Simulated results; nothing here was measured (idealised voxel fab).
Process module in this document: voxel wiring stack
Section shown: cut. Width: 250 nm. Cell size: 5 nm, square.
Reading order for cross-sections: top band down to bottom band. Underlying form: a grid of square cells. Band size: one or more rows of cells.
Within each band entry, the heights of the top and of the bottom of the band appear first, in that order and in nm; the materials of the band then follow from left to right, each with its corresponding width in nm. The designation "throughout" on a single material indicates that it fills the band from edge to edge; the designation "air" indicates empty space.
Heights from 0 (as-received wafer is one material below). Bottom band endless downward, as "z 0 and below".
A width given as "30->40" starts at the first number in the band's top row and ends at the second number in its bottom row, shifting by an equal amount at every step from row to row.
"remained the same" for a step: no cell of the cross-section changed in that step.
What "Enclosed empty spaces" gives you is every empty space of 8 cells or more that is cut off from the top. Each appears as width x height at distance, with the distance taken from the left edge and width, height and distance all in nm.
Text after the settings on a step's line: the simulator's own remark on that step.
overlay nm: on a step with a mask, how far right of its planned place the mask lay; negative means left.

# The following list gives the planned process steps
1 RECEIVE: material Si
2 CONFORMAL_DEP: material SiO2, thk nm 10
3 CONFORMAL_DEP: material SiN, thk nm 5
4 DIRECTIONAL_DEP: material SiO2, thk nm 20
5 DIRECTIONAL_DEP: material aC, thk nm 10
6 PATTERN: tone open, mask id METAL_1, material resist, width nm 20, pitch nm 40, thk nm 25, overlay nm 0
7 DIRECTIONAL_ETCH: etch materials aC, depth nm 10
8 STRIP: etch materials resist
9 DIRECTIONAL_ETCH: etch materials SiO2, depth nm 20
10 DIRECTIONAL_ETCH: etch materials SiN, depth nm 5
11 STRIP: etch materials aC
12 CONFORMAL_DEP: material TiN, thk nm 5
13 FILL_DEP: material Cu, thk nm 5
14 CMP: height nm 35
15 CONFORMAL_DEP: material SiCN, thk nm 5
16 DIRECTIONAL_DEP: material lowk, thk nm 30
17 MASKED_ETCH: tone open, mask id METAL_2, width nm 20, pitch nm 40, etch materials lowk, depth nm 20, overlay nm 0
18 PATTERN: tone open, mask id METAL_2_HOLES, material resist, width nm 15, pitch nm 40, thk nm 20, overlay nm 0
19 DIRECTIONAL_ETCH: etch materials lowk, depth nm 10
20 DIRECTIONAL_ETCH: etch materials SiCN, depth nm 5
21 STRIP: etch materials resist
22 CONFORMAL_DEP: material TiN, thk nm 5
23 FILL_DEP: material Cu, thk nm 10
24 CMP: height nm 70
25 CONFORMAL_DEP: material SiCN, thk nm 5
26 DIRECTIONAL_DEP: material lowk, thk nm 10
27 DIRECTIONAL_DEP: material aC, thk nm 15
28 PATTERN: tone open, mask id PLUG_2, material resist, width nm 15, thk nm 35, overlay nm 0
29 DIRECTIONAL_ETCH: etch materials aC, depth nm 15
30 STRIP: etch materials resist
31 DIRECTIONAL_ETCH: etch materials lowk, depth nm 10
32 DIRECTIONAL_ETCH: etch materials SiCN, depth nm 5
33 STRIP: etch materials aC
34 EPI: material Ru, thk nm 10
35 EPI: material Ru, thk nm 5
36 CONFORMAL_DEP: material SiCN, thk nm 5
37 DIRECTIONAL_DEP: material lowk, thk nm 20
38 PATTERN: tone open, mask id METAL_3, material resist, width nm 20, pitch nm 40, thk nm 15, overlay nm 0
39 DIRECTIONAL_ETCH: etch materials lowk, depth nm 20
40 DIRECTIONAL_ETCH: etch materials SiCN, depth nm 5
41 STRIP: etch materials resist
42 CONFORMAL_DEP: material TiN, thk nm 5
43 FILL_DEP: material Cu, thk nm 5
44 CMP: height nm 110
45 EPI: material Ru, thk nm 5
46 FILL_DEP: material SiCN, thk nm 5
47 DIRECTIONAL_DEP: material SiO2, thk nm 10
48 DIRECTIONAL_DEP: material aC, thk nm 10
49 PATTERN: tone open, mask id PLUG_3, material resist, width nm 15, pitch nm 40, thk nm 30, overlay nm 0
50 DIRECTIONAL_ETCH: etch materials aC, depth nm 10
51 STRIP: etch materials resist
52 DIRECTIONAL_ETCH: etch materials SiO2, depth nm 10
53 DIRECTIONAL_ETCH: etch materials SiCN, depth nm 5
54 STRIP: etch materials aC
55 EPI: material Ru, thk nm 10
56 EPI: material Ru, thk nm 5
57 CONFORMAL_DEP: material SiN, thk nm 5
58 DIRECTIONAL_DEP: material SiO2, thk nm 15
59 MASKED_ETCH: tone open, mask id METAL_4, width nm 20, pitch nm 40, etch materials SiO2, depth nm 15, overlay nm 0
60 MASKED_ETCH: tone open, mask id METAL_4, width nm 20, pitch nm 40, etch materials SiN, depth nm 5, overlay nm 0
61 CONFORMAL_DEP: material TiN, thk nm 5
62 FILL_DEP: material W, thk nm 10
63 CMP: height nm 150
64 EPI: material Ru, thk nm 5
65 FILL_DEP: material SiCN, thk nm 5

# Cross-section: wafer on arrival = after step 1
- z 0 and below | Si throughout
- Enclosed empty spaces: none

# first wafer at the end, as planned
- z 160 to 155 | SiCN throughout
- z 155 to 150 | SiCN=90, then Ru=30, then SiCN=10, then Ru=30, then SiCN=90
- z 150 to 135 | SiO2=95, then TiN=5, then W=10, then TiN=5, then SiO2=20, then TiN=5, then W=10, then TiN=5, then SiO2=95
- z 135 to 130 | SiN=95, then TiN=20, then SiN=20, then TiN=20, then SiN=95
- z 130 to 120 | SiO2=95, then Ru=15, then SiO2=25, then Ru=15, then SiO2=100
- z 120 to 110 | SiCN=95->90, then Ru=15->30, then SiCN=25->10, then Ru=15->30, then SiCN=100->90
- z 110 to 90 | lowk=95, then TiN=5, then Cu=10, then TiN=5, then lowk=20, then TiN=5, then Cu=10, then TiN=5, then lowk=95
- z 90 to 85 | SiCN=95, then TiN=20, then SiCN=20, then TiN=20, then SiCN=95
- z 85 to 75 | lowk=95, then Ru=15, then lowk=140
- z 75 to 70 | SiCN=95, then Ru=15, then SiCN=140
- z 70 to 55 | lowk=95, then TiN=5, then Cu=10, then TiN=5, then lowk=20, then TiN=5, then Cu=10, then TiN=5, then lowk=95
- z 55 to 50 | lowk=95, then TiN=5, then Cu=5, then TiN=10, then lowk=20, then TiN=5, then Cu=5, then TiN=10, then lowk=95
- z 50 to 40 | lowk=95, then TiN=5, then Cu=5, then TiN=5, then lowk=25, then TiN=5, then Cu=5, then TiN=5, then lowk=100
- z 40 to 35 | SiCN=95, then TiN=15, then SiCN=25, then TiN=15, then SiCN=100
- z 35 to 15 | SiO2=95, then TiN=5, then Cu=10, then TiN=5, then SiO2=20, then TiN=5, then Cu=10, then TiN=5, then SiO2=95
- z 15 to 10 | SiN=95, then TiN=20, then SiN=20, then TiN=20, then SiN=95
- z 10 to 0 | SiO2 throughout
- z 0 and below | Si throughout
- Enclosed empty spaces: none

# Same start, same plan as the first wafer - but one mistake in the run. Cross-section of the second of the two at the end of the module
- z 175 to 170 | SiCN throughout
- z 170 to 165 | Ru throughout
- z 165 to 155 | W throughout
- z 155 to 150 | TiN=100, then W=10, then TiN=30, then W=10, then TiN=100
- z 150 to 135 | SiO2=95, then TiN=5, then W=10, then TiN=5, then SiO2=20, then TiN=5, then W=10, then TiN=5, then SiO2=95
- z 135 to 130 | SiN=95, then TiN=20, then SiN=20, then TiN=20, then SiN=95
- z 130 to 120 | SiO2=95, then Ru=15, then SiO2=25, then Ru=15, then SiO2=100
- z 120 to 110 | SiCN=95->90, then Ru=15->30, then SiCN=25->10, then Ru=15->30, then SiCN=100->90
- z 110 to 90 | lowk=95, then TiN=5, then Cu=10, then TiN=5, then lowk=20, then TiN=5, then Cu=10, then TiN=5, then lowk=95
- z 90 to 85 | SiCN=95, then TiN=20, then SiCN=20, then TiN=20, then SiCN=95
- z 85 to 75 | lowk=95, then Ru=15, then lowk=140
- z 75 to 70 | SiCN=95, then Ru=15, then SiCN=140
- z 70 to 55 | lowk=95, then TiN=5, then Cu=10, then TiN=5, then lowk=20, then TiN=5, then Cu=10, then TiN=5, then lowk=95
- z 55 to 50 | lowk=95, then TiN=5, then Cu=5, then TiN=10, then lowk=20, then TiN=5, then Cu=5, then TiN=10, then lowk=95
- z 50 to 40 | lowk=95, then TiN=5, then Cu=5, then TiN=5, then lowk=25, then TiN=5, then Cu=5, then TiN=5, then lowk=100
- z 40 to 35 | SiCN=95, then TiN=15, then SiCN=25, then TiN=15, then SiCN=100
- z 35 to 15 | SiO2=95, then TiN=5, then Cu=10, then TiN=5, then SiO2=20, then TiN=5, then Cu=10, then TiN=5, then SiO2=95
- z 15 to 10 | SiN=95, then TiN=20, then SiN=20, then TiN=20, then SiN=95
- z 10 to 0 | SiO2 throughout
- z 0 and below | Si throughout
- Enclosed empty spaces: none
Deviation from plan: plan step 63 was not performed, having been skipped
Final cells, second wafer relative to first, materials higher or lower: 38 more of Ru; 38 fewer of SiCN; 46 more of TiN; 104 more of W
